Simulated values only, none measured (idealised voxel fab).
Presented below is a process module, voxel double patterning.
Xsec cut, 175 nm wide, square cell size 5 nm.
Each cross-section below is a grid of square cells, stated as bands in top-down order, with one or more rows of cells making up each band. For a band, the entry starts with two heights in nm, that of the top and then that of the bottom, and carries on with the band's materials in order from left to right, each alongside its width in nm; the word "throughout" beside a single material means it fills the band edge to edge, and "blank" means empty space. Where do heights start? At 0: under that level the wafer as delivered is made of one material only. And the lowest band has no floor; it just carries on downward, as in "0 -> down". Graded width ("30 to 40"): value in top row of band = first number; value in bottom row = second number; row-to-row change constant. "all unchanged" (step): cross-section cells unchanged, all of them. "Voids lacking openings" specifies each empty space that is not open to the top and that occupies no fewer than 8 cells, using the form width x height at distance, the distance measured from the left edge and all three quantities in nm. If you see something after the settings on a step's line, that's the simulator's own remark about that step. overlay nm: how far to the right of its planned place the mask lay on this masked step (negative: to the left). Pairs, read this way: before one process step on the one hand, after it on the other, the after cross-section ending at the lowest band that changed; the step between, settings included, beneath. Same starting wafer throughout, but possibly different runs of this module, so no pair continues from the pair above unless its entry headed "Pre-step view" says so.

## Pre-step view
    0 -> down = Si throughout
    Voids lacking openings: none

## Cut View, Post-Step
    10 -> 0 = SiN throughout
    Below a height of 0, the structure has not been altered.
    Voids lacking openings: none
Which process step falls between the two cross-sections above? CONFORMAL_DEP: material SiN, thk nm 10

Pre-step view: starting point is the after cross-section of the pair just above.

## Cut View, Post-Step
    20 -> 10 = SiO2 throughout
    Below a height of 10, the structure has not been altered.
    Voids lacking openings: none
Which process step falls between the two cross-sections above? DIRECTIONAL_DEP: material SiO2, thk nm 10

Pre-step view: starting point is the after cross-section of the pair just above.

## Cut View, Post-Step
    25 -> 20 = SiCN throughout
    Below a height of 20, the structure has not been altered.
    Voids lacking openings: none
Which process step falls between the two cross-sections above? DIRECTIONAL_DEP: material SiCN, thk nm 5

Pre-step view: starting point is the after cross-section of the pair just above.

## Cut View, Post-Step
    35 -> 25 = aC throughout
    Below a height of 25, the structure has not been altered.
    Voids lacking openings: none
Which process step falls between the two cross-sections above? DIRECTIONAL_DEP: material aC, thk nm 10

Pre-step view: starting point is the after cross-section of the pair just above.

## Cut View, Post-Step
    65 -> 35 = resist (55)  blank (15)  resist (35)  blank (15)  resist (55)
    Below a height of 35, the structure has not been altered.
    Voids lacking openings: none
Which process step falls between the two cross-sections above? PATTERN: tone open, mask id FIRST, material resist, width nm 15, pitch nm 50, thk nm 30, overlay nm 0

Pre-step view: starting point is the after cross-section of the pair just above.

## Cut View, Post-Step
    55 -> 35 = resist (55)  blank (15)  resist (35)  blank (15)  resist (55)
    35 -> 25 = aC (55)  blank (15)  aC (35)  blank (15)  aC (55)
    Below a height of 25, the structure has not been altered.
    Voids lacking openings: none
Which process step falls between the two cross-sections above? DIRECTIONAL_ETCH: etch materials aC, depth nm 10

Pre-step view: starting point is the after cross-section of the pair just above.

## Cut View, Post-Step
    35 -> 25 = aC (55)  blank (15)  aC (35)  blank (15)  aC (55)
    Below a height of 25, the structure has not been altered.
    Voids lacking openings: none
Which process step falls between the two cross-sections above? STRIP: etch materials resist

Pre-step view: starting point is the after cross-section of the pair just above.

## Cut View, Post-Step
    35 -> 25 = aC (55)  blank (15)  aC (35)  blank (15)  aC (55)
    25 -> 20 = SiCN (55)  blank (15)  SiCN (35)  blank (15)  SiCN (55)
    Below a height of 20, the structure has not been altered.
    Voids lacking openings: none
Which process step falls between the two cross-sections above? DIRECTIONAL_ETCH: etch materials SiCN, depth nm 5

Pre-step view: starting point is the after cross-section of the pair just above.

## Cut View, Post-Step
    25 -> 20 = SiCN (55)  blank (15)  SiCN (35)  blank (15)  SiCN (55)
    Below a height of 20, the structure has not been altered.
    Voids lacking openings: none
Which process step falls between the two cross-sections above? STRIP: etch materials aC

Pre-step view: starting point is the after cross-section of the pair just above.

## Cut View, Post-Step
    25 -> 20 = SiCN (55)  blank (15)  SiCN (10)  blank (15)  SiCN (10)  blank (15)  SiCN (55)
    Below a height of 20, the structure has not been altered.
    Voids lacking openings: none
Which process step falls between the two cross-sections above? MASKED_ETCH: tone open, mask id SECOND, width nm 15, etch materials SiCN, depth nm 5, overlay nm 0

Pre-step view: starting point is the after cross-section of the pair just above.

## Cut View, Post-Step
    25 -> 20 = SiCN (55)  blank (15)  SiCN (10)  blank (15)  SiCN (10)  blank (15)  SiCN (55)
    20 -> 10 = SiO2 (55)  blank (15)  SiO2 (10)  blank (15)  SiO2 (10)  blank (15)  SiO2 (55)
    Below a height of 10, the structure has not been altered.
    Voids lacking openings: none
Which process step falls between the two cross-sections above? DIRECTIONAL_ETCH: etch materials SiO2, depth nm 10

Pre-step view: starting point is the after cross-section of the pair just above.

## Cut View, Post-Step
    20 -> 10 = SiO2 (55)  blank (15)  SiO2 (10)  blank (15)  SiO2 (10)  blank (15)  SiO2 (55)
    Below a height of 10, the structure has not been altered.
    Voids lacking openings: none
Which process step falls between the two cross-sections above? STRIP: etch materials SiCN

## Pre-step view
    0 -> down = Si throughout
    Voids lacking openings: none

## Cut View, Post-Step
    10 -> 0 = SiO2 throughout
    Below a height of 0, the structure has not been altered.
    Voids lacking openings: none
Which process step falls between the two cross-sections above? DIRECTIONAL_DEP: material SiO2, thk nm 10

Pre-step view: starting point is the after cross-section of the pair just above.

## Cut View, Post-Step
    15 -> 10 = SiCN throughout
    Below a height of 10, the structure has not been altered.
    Voids lacking openings: none
Which process step falls between the two cross-sections above? DIRECTIONAL_DEP: material SiCN, thk nm 5

Pre-step view: starting point is the after cross-section of the pair just above.

## Cut View, Post-Step
    25 -> 15 = aC throughout
    Below a height of 15, the structure has not been altered.
    Voids lacking openings: none
Which process step falls between the two cross-sections above? DIRECTIONAL_DEP: material aC, thk nm 10

Pre-step view: starting point is the after cross-section of the pair just above.

## Cut View, Post-Step
    55 -> 25 = resist (55)  blank (15)  resist (35)  blank (15)  resist (55)
    Below a height of 25, the structure has not been altered.
    Voids lacking openings: none
Which process step falls between the two cross-sections above? PATTERN: tone open, mask id FIRST, material resist, width nm 15, pitch nm 50, thk nm 30, overlay nm 0

Pre-step view: starting point is the after cross-section of the pair just above.

## Cut View, Post-Step
    45 -> 25 = resist (55)  blank (15)  resist (35)  blank (15)  resist (55)
    25 -> 15 = aC (55)  blank (15)  aC (35)  blank (15)  aC (55)
    Below a height of 15, the structure has not been altered.
    Voids lacking openings: none
Which process step falls between the two cross-sections above? DIRECTIONAL_ETCH: etch materials aC, depth nm 10

Pre-step view: starting point is the after cross-section of the pair just above.

## Cut View, Post-Step
    25 -> 15 = aC (55)  blank (15)  aC (35)  blank (15)  aC (55)
    Below a height of 15, the structure has not been altered.
    Voids lacking openings: none
Which process step falls between the two cross-sections above? STRIP: etch materials resist

Pre-step view: starting point is the after cross-section of the pair just above.

## Cut View, Post-Step
    25 -> 15 = aC (55)  blank (15)  aC (35)  blank (15)  aC (55)
    15 -> 10 = SiCN (55)  blank (15)  SiCN (35)  blank (15)  SiCN (55)
    Below a height of 10, the structure has not been altered.
    Voids lacking openings: none
Which process step falls between the two cross-sections above? DIRECTIONAL_ETCH: etch materials SiCN, depth nm 5

Pre-step view: starting point is the after cross-section of the pair just above.

## Cut View, Post-Step
    15 -> 10 = SiCN (55)  blank (15)  SiCN (35)  blank (15)  SiCN (55)
    Below a height of 10, the structure has not been altered.
    Voids lacking openings: none
Which process step falls between the two cross-sections above? STRIP: etch materials aC

Pre-step view: starting point is the after cross-section of the pair just above.

## Cut View, Post-Step
    15 -> 10 = SiCN (55)  blank (15)  SiCN (10)  blank (15)  SiCN (10)  blank (15)  SiCN (55)
    Below a height of 10, the structure has not been altered.
    Voids lacking openings: none
Which process step falls between the two cross-sections above? MASKED_ETCH: tone open, mask id SECOND, width nm 15, etch materials SiCN, depth nm 5, overlay nm 0

Pre-step view: starting point is the after cross-section of the pair just above.

## Cut View, Post-Step
    15 -> 10 = SiCN (55)  blank (15)  SiCN (10)  blank (15)  SiCN (10)  blank (15)  SiCN (55)
    10 -> 0 = SiO2 (55)  blank (15)  SiO2 (10)  blank (15)  SiO2 (10)  blank (15)  SiO2 (55)
    Below a height of 0, the structure has not been altered.
    Voids lacking openings: none
Which process step falls between the two cross-sections above? DIRECTIONAL_ETCH: etch materials SiO2, depth nm 10

Pre-step view: starting point is the after cross-section of the pair just above.

## Cut View, Post-Step
    10 -> 0 = SiO2 (55)  blank (15)  SiO2 (10)  blank (15)  SiO2 (10)  blank (15)  SiO2 (55)
    Below a height of 0, the structure has not been altered.
    Voids lacking openings: none
Which process step falls between the two cross-sections above? STRIP: etch materials SiCN

## Pre-step view
    10 -> 0 = SiO2 throughout
    0 -> down = Si throughout
    Voids lacking openings: none

## Cut View, Post-Step
    20 -> 10 = SiN throughout
    Below a height of 10, the structure has not been altered.
    Voids lacking openings: none
Which process step falls between the two cross-sections above? CONFORMAL_DEP: material SiN, thk nm 10

Pre-step view: starting point is the after cross-section of the pair just above.

## Cut View, Post-Step
    25 -> 20 = SiCN throughout
    Below a height of 20, the structure has not been altered.
    Voids lacking openings: none
Which process step falls between the two cross-sections above? DIRECTIONAL_DEP: material SiCN, thk nm 5

Pre-step view: starting point is the after cross-section of the pair just above.

## Cut View, Post-Step
    35 -> 25 = aC throughout
    Below a height of 25, the structure has not been altered.
    Voids lacking openings: none
Which process step falls between the two cross-sections above? DIRECTIONAL_DEP: material aC, thk nm 10

Pre-step view: starting point is the after cross-section of the pair just above.

## Cut View, Post-Step
    65 -> 35 = resist (55)  blank (15)  resist (35)  blank (15)  resist (55)
    Below a height of 35, the structure has not been altered.
    Voids lacking openings: none
Which process step falls between the two cross-sections above? PATTERN: tone open, mask id FIRST, material resist, width nm 15, pitch nm 50, thk nm 30, overlay nm 0

Pre-step view: starting point is the after cross-section of the pair just above.

## Cut View, Post-Step
    55 -> 35 = resist (55)  blank (15)  resist (35)  blank (15)  resist (55)
    35 -> 25 = aC (55)  blank (15)  aC (35)  blank (15)  aC (55)
    Below a height of 25, the structure has not been altered.
    Voids lacking openings: none
Which process step falls between the two cross-sections above? DIRECTIONAL_ETCH: etch materials aC, depth nm 10

Pre-step view: starting point is the after cross-section of the pair just above.

## Cut View, Post-Step
    35 -> 25 = aC (55)  blank (15)  aC (35)  blank (15)  aC (55)
    Below a height of 25, the structure has not been altered.
    Voids lacking openings: none
Which process step falls between the two cross-sections above? STRIP: etch materials resist

Pre-step view: starting point is the after cross-section of the pair just above.

## Cut View, Post-Step
    35 -> 25 = aC (55)  blank (15)  aC (35)  blank (15)  aC (55)
    25 -> 20 = SiCN (55)  blank (15)  SiCN (35)  blank (15)  SiCN (55)
    Below a height of 20, the structure has not been altered.
    Voids lacking openings: none
Which process step falls between the two cross-sections above? DIRECTIONAL_ETCH: etch materials SiCN, depth nm 5

Pre-step view: starting point is the after cross-section of the pair just above.

## Cut View, Post-Step
    25 -> 20 = SiCN (55)  blank (15)  SiCN (35)  blank (15)  SiCN (55)
    Below a height of 20, the structure has not been altered.
    Voids lacking openings: none
Which process step falls between the two cross-sections above? STRIP: etch materials aC

Pre-step view: starting point is the after cross-section of the pair just above.

## Cut View, Post-Step
    25 -> 20 = SiCN (55)  blank (15)  SiCN (10)  blank (15)  SiCN (10)  blank (15)  SiCN (55)
    Below a height of 20, the structure has not been altered.
    Voids lacking openings: none
Which process step falls between the two cross-sections above? MASKED_ETCH: tone open, mask id SECOND, width nm 15, etch materials SiCN, depth nm 5, overlay nm 0

Pre-step view: starting point is the after cross-section of the pair just above.

## Cut View, Post-Step
    20 -> 10 = SiN throughout
    Below a height of 10, the structure has not been altered.
    Voids lacking openings: none
Which process step falls between the two cross-sections above? STRIP: etch materials SiCN

## Pre-step view
    10 -> 0 = SiN throughout
    0 -> down = Si throughout
    Voids lacking openings: none

## Cut View, Post-Step
    25 -> 10 = SiO2 throughout
    Below a height of 10, the structure has not been altered.
    Voids lacking openings: none
Which process step falls between the two cross-sections above? DIRECTIONAL_DEP: material SiO2, thk nm 15

Pre-step view: starting point is the after cross-section of the pair just above.

## Cut View, Post-Step
    30 -> 25 = SiCN throughout
    Below a height of 25, the structure has not been altered.
    Voids lacking openings: none
Which process step falls between the two cross-sections above? DIRECTIONAL_DEP: material SiCN, thk nm 5

Pre-step view: starting point is the after cross-section of the pair just above.

## Cut View, Post-Step
    40 -> 30 = aC throughout
    Below a height of 30, the structure has not been altered.
    Voids lacking openings: none
Which process step falls between the two cross-sections above? DIRECTIONAL_DEP: material aC, thk nm 10

Pre-step view: starting point is the after cross-section of the pair just above.

## Cut View, Post-Step
    70 -> 40 = resist (55)  blank (15)  resist (35)  blank (15)  resist (55)
    Below a height of 40, the structure has not been altered.
    Voids lacking openings: none
Which process step falls between the two cross-sections above? PATTERN: tone open, mask id FIRST, material resist, width nm 15, pitch nm 50, thk nm 30, overlay nm 0

Pre-step view: starting point is the after cross-section of the pair just above.

## Cut View, Post-Step
    60 -> 40 = resist (55)  blank (15)  resist (35)  blank (15)  resist (55)
    40 -> 30 = aC (55)  blank (15)  aC (35)  blank (15)  aC (55)
    Below a height of 30, the structure has not been altered.
    Voids lacking openings: none
Which process step falls between the two cross-sections above? DIRECTIONAL_ETCH: etch materials aC, depth nm 10

Pre-step view: starting point is the after cross-section of the pair just above.

## Cut View, Post-Step
    40 -> 30 = aC (55)  blank (15)  aC (35)  blank (15)  aC (55)
    Below a height of 30, the structure has not been altered.
    Voids lacking openings: none
Which process step falls between the two cross-sections above? STRIP: etch materials resist

Pre-step view: starting point is the after cross-section of the pair just above.

## Cut View, Post-Step
    40 -> 30 = aC (55)  blank (15)  aC (35)  blank (15)  aC (55)
    30 -> 25 = SiCN (55)  blank (15)  SiCN (35)  blank (15)  SiCN (55)
    Below a height of 25, the structure has not been altered.
    Voids lacking openings: none
Which process step falls between the two cross-sections above? DIRECTIONAL_ETCH: etch materials SiCN, depth nm 5

Pre-step view: starting point is the after cross-section of the pair just above.

## Cut View, Post-Step
    30 -> 25 = SiCN (55)  blank (15)  SiCN (35)  blank (15)  SiCN (55)
    Below a height of 25, the structure has not been altered.
    Voids lacking openings: none
Which process step falls between the two cross-sections above? STRIP: etch materials aC

Pre-step view: starting point is the after cross-section of the pair just above.

## Cut View, Post-Step
    30 -> 25 = SiCN (55)  blank (15)  SiCN (10)  blank (15)  SiCN (10)  blank (15)  SiCN (55)
    Below a height of 25, the structure has not been altered.
    Voids lacking openings: none
Which process step falls between the two cross-sections above? MASKED_ETCH: tone open, mask id SECOND, width nm 15, etch materials SiCN, depth nm 5, overlay nm 0

Pre-step view: starting point is the after cross-section of the pair just above.

## Cut View, Post-Step
    30 -> 25 = SiCN (55)  blank (15)  SiCN (10)  blank (15)  SiCN (10)  blank (15)  SiCN (55)
    25 -> 15 = SiO2 (55)  blank (15)  SiO2 (10)  blank (15)  SiO2 (10)  blank (15)  SiO2 (55)
    Below a height of 15, the structure has not been altered.
    Voids lacking openings: none
Which process step falls between the two cross-sections above? DIRECTIONAL_ETCH: etch materials SiO2, depth nm 10

Pre-step view: starting point is the after cross-section of the pair just above.

## Cut View, Post-Step
    25 -> 15 = SiO2 (55)  blank (15)  SiO2 (10)  blank (15)  SiO2 (10)  blank (15)  SiO2 (55)
    Below a height of 15, the structure has not been altered.
    Voids lacking openings: none
Which process step falls between the two cross-sections above? STRIP: etch materials SiCN

## Pre-step view
    35 -> 25 = aC throughout
    25 -> 20 = SiCN throughout
    20 -> 10 = SiO2 throughout
    10 -> 0 = SiN throughout
    0 -> down = Si throughout
    Voids lacking openings: none

## Cut View, Post-Step
    65 -> 35 = resist (55)  blank (20)  resist (30)  blank (20)  resist (50)
    Below a height of 35, the structure has not been altered.
    Voids lacking openings: none
Which process step falls between the two cross-sections above? PATTERN: tone open, mask id FIRST, material resist, width nm 20, pitch nm 50, thk nm 30, overlay nm 0

Pre-step view: starting point is the after cross-section of the pair just above.

## Cut View, Post-Step
    55 -> 35 = resist (55)  blank (20)  resist (30)  blank (20)  resist (50)
    35 -> 25 = aC (55)  blank (20)  aC (30)  blank (20)  aC (50)
    Below a height of 25, the structure has not been altered.
    Voids lacking openings: none
Which process step falls between the two cross-sections above? DIRECTIONAL_ETCH: etch materials aC, depth nm 10

Pre-step view: starting point is the after cross-section of the pair just above.

## Cut View, Post-Step
    35 -> 25 = aC (55)  blank (20)  aC (30)  blank (20)  aC (50)
    Below a height of 25, the structure has not been altered.
    Voids lacking openings: none
Which process step falls between the two cross-sections above? STRIP: etch materials resist

Pre-step view: starting point is the after cross-section of the pair just above.

## Cut View, Post-Step
    35 -> 25 = aC (55)  blank (20)  aC (30)  blank (20)  aC (50)
    25 -> 20 = SiCN (55)  blank (20)  SiCN (30)  blank (20)  SiCN (50)
    Below a height of 20, the structure has not been altered.
    Voids lacking openings: none
Which process step falls between the two cross-sections above? DIRECTIONAL_ETCH: etch materials SiCN, depth nm 5

Pre-step view: starting point is the after cross-section of the pair just above.

## Cut View, Post-Step
    25 -> 20 = SiCN (55)  blank (20)  SiCN (30)  blank (20)  SiCN (50)
    Below a height of 20, the structure has not been altered.
    Voids lacking openings: none
Which process step falls between the two cross-sections above? STRIP: etch materials aC

Pre-step view: starting point is the after cross-section of the pair just above.

## Cut View, Post-Step
    25 -> 20 = SiCN (55)  blank (20)  SiCN (5)  blank (15)  SiCN (10)  blank (20)  SiCN (50)
    Below a height of 20, the structure has not been altered.
    Voids lacking openings: none
Which process step falls between the two cross-sections above? MASKED_ETCH: tone open, mask id SECOND, width nm 15, etch materials SiCN, depth nm 5, overlay nm 0

Pre-step view: starting point is the after cross-section of the pair just above.

## Cut View, Post-Step
    25 -> 20 = SiCN (55)  blank (20)  SiCN (5)  blank (15)  SiCN (10)  blank (20)  SiCN (50)
    20 -> 10 = SiO2 (55)  blank (20)  SiO2 (5)  blank (15)  SiO2 (10)  blank (20)  SiO2 (50)
    Below a height of 10, the structure has not been altered.
    Voids lacking openings: none
Which process step falls between the two cross-sections above? DIRECTIONAL_ETCH: etch materials SiO2, depth nm 10

Pre-step view: starting point is the after cross-section of the pair just above.

## Cut View, Post-Step
    20 -> 10 = SiO2 (55)  blank (20)  SiO2 (5)  blank (15)  SiO2 (10)  blank (20)  SiO2 (50)
    Below a height of 10, the structure has not been altered.
    Voids lacking openings: none
Which process step falls between the two cross-sections above? STRIP: etch materials SiCN

## Pre-step view
    25 -> 20 = SiCN (55)  blank (15)  SiCN (35)  blank (15)  SiCN (55)
    20 -> 10 = SiO2 throughout
    10 -> 0 = SiN throughout
    0 -> down = Si throughout
    Voids lacking openings: none

## Cut View, Post-Step
    25 -> 20 = SiCN (55)  blank (15)  SiCN (20)  blank (30)  SiCN (55)
    Below a height of 20, the structure has not been altered.
    Voids lacking openings: none
Which process step falls between the two cross-sections above? MASKED_ETCH: tone open, mask id SECOND, width nm 15, etch materials SiCN, depth nm 5, overlay nm 10

Pre-step view: starting point is the after cross-section of the pair just above.

## Cut View, Post-Step
    25 -> 20 = SiCN (55)  blank (15)  SiCN (20)  blank (30)  SiCN (55)
    20 -> 10 = SiO2 (55)  blank (15)  SiO2 (20)  blank (30)  SiO2 (55)
    Below a height of 10, the structure has not been altered.
    Voids lacking openings: none
Which process step falls between the two cross-sections above? DIRECTIONAL_ETCH: etch materials SiO2, depth nm 10

Pre-step view: starting point is the after cross-section of the pair just above.

## Cut View, Post-Step
    20 -> 10 = SiO2 (55)  blank (15)  SiO2 (20)  blank (30)  SiO2 (55)
    Below a height of 10, the structure has not been altered.
    Voids lacking openings: none
Which process step falls between the two cross-sections above? STRIP: etch materials SiCN

## Pre-step view
    20 -> 10 = SiO2 throughout
    10 -> 0 = SiN throughout
    0 -> down = Si throughout
    Voids lacking openings: none

## Cut View, Post-Step
    25 -> 10 = SiO2 throughout
    Below a height of 10, the structure has not been altered.
    Voids lacking openings: none
Which process step falls between the two cross-sections above? DIRECTIONAL_DEP: material SiO2, thk nm 5

Pre-step view: starting point is the after cross-section of the pair just above.

## Cut View, Post-Step
    35 -> 25 = aC throughout
    Below a height of 25, the structure has not been altered.
    Voids lacking openings: none
Which process step falls between the two cross-sections above? DIRECTIONAL_DEP: material aC, thk nm 10

Pre-step view: starting point is the after cross-section of the pair just above.

## Cut View, Post-Step
    65 -> 35 = resist (55)  blank (15)  resist (35)  blank (15)  resist (55)
    Below a height of 35, the structure has not been altered.
    Voids lacking openings: none
Which process step falls between the two cross-sections above? PATTERN: tone open, mask id FIRST, material resist, width nm 15, pitch nm 50, thk nm 30, overlay nm 0

Pre-step view: starting point is the after cross-section of the pair just above.

## Cut View, Post-Step
    55 -> 35 = resist (55)  blank (15)  resist (35)  blank (15)  resist (55)
    35 -> 25 = aC (55)  blank (15)  aC (35)  blank (15)  aC (55)
    Below a height of 25, the structure has not been altered.
    Voids lacking openings: none
Which process step falls between the two cross-sections above? DIRECTIONAL_ETCH: etch materials aC, depth nm 10

Pre-step view: starting point is the after cross-section of the pair just above.

## Cut View, Post-Step
    35 -> 25 = aC (55)  blank (15)  aC (35)  blank (15)  aC (55)
    Below a height of 25, the structure has not been altered.
    Voids lacking openings: none
Which process step falls between the two cross-sections above? STRIP: etch materials resist

Pre-step view: starting point is the after cross-section of the pair just above.

## Cut View, Post-Step
    25 -> 10 = SiO2 throughout
    Below a height of 10, the structure has not been altered.
    Voids lacking openings: none
Which process step falls between the two cross-sections above? STRIP: etch materials aC

Pre-step view: starting point is the after cross-section of the pair just above.

## Cut View, Post-Step
    15 -> 10 = SiO2 throughout
    Below a height of 10, the structure has not been altered.
    Voids lacking openings: none
Which process step falls between the two cross-sections above? DIRECTIONAL_ETCH: etch materials SiO2, depth nm 10

## Pre-step view
    25 -> 20 = SiCN (55)  blank (15)  SiCN (35)  blank (15)  SiCN (55)
    20 -> 10 = SiO2 throughout
    10 -> 0 = SiN throughout
    0 -> down = Si throughout
    Voids lacking openings: none

## Cut View, Post-Step
    25 -> 20 = blank (80)  SiCN (15)  blank (80)
    Below a height of 20, the structure has not been altered.
    Voids lacking openings: none
Which process step falls between the two cross-sections above? MASKED_ETCH: tone cover, mask id SECOND, width nm 15, etch materials SiCN, depth nm 5, overlay nm 0

Pre-step view: starting point is the after cross-section of the pair just above.

## Cut View, Post-Step
    25 -> 20 = blank (80)  SiCN (15)  blank (80)
    20 -> 10 = blank (80)  SiO2 (15)  blank (80)
    Below a height of 10, the structure has not been altered.
    Voids lacking openings: none
Which process step falls between the two cross-sections above? DIRECTIONAL_ETCH: etch materials SiO2, depth nm 10

Pre-step view: starting point is the after cross-section of the pair just above.

## Cut View, Post-Step
    20 -> 10 = blank (80)  SiO2 (15)  blank (80)
    Below a height of 10, the structure has not been altered.
    Voids lacking openings: none
Which process step falls between the two cross-sections above? STRIP: etch materials SiCN
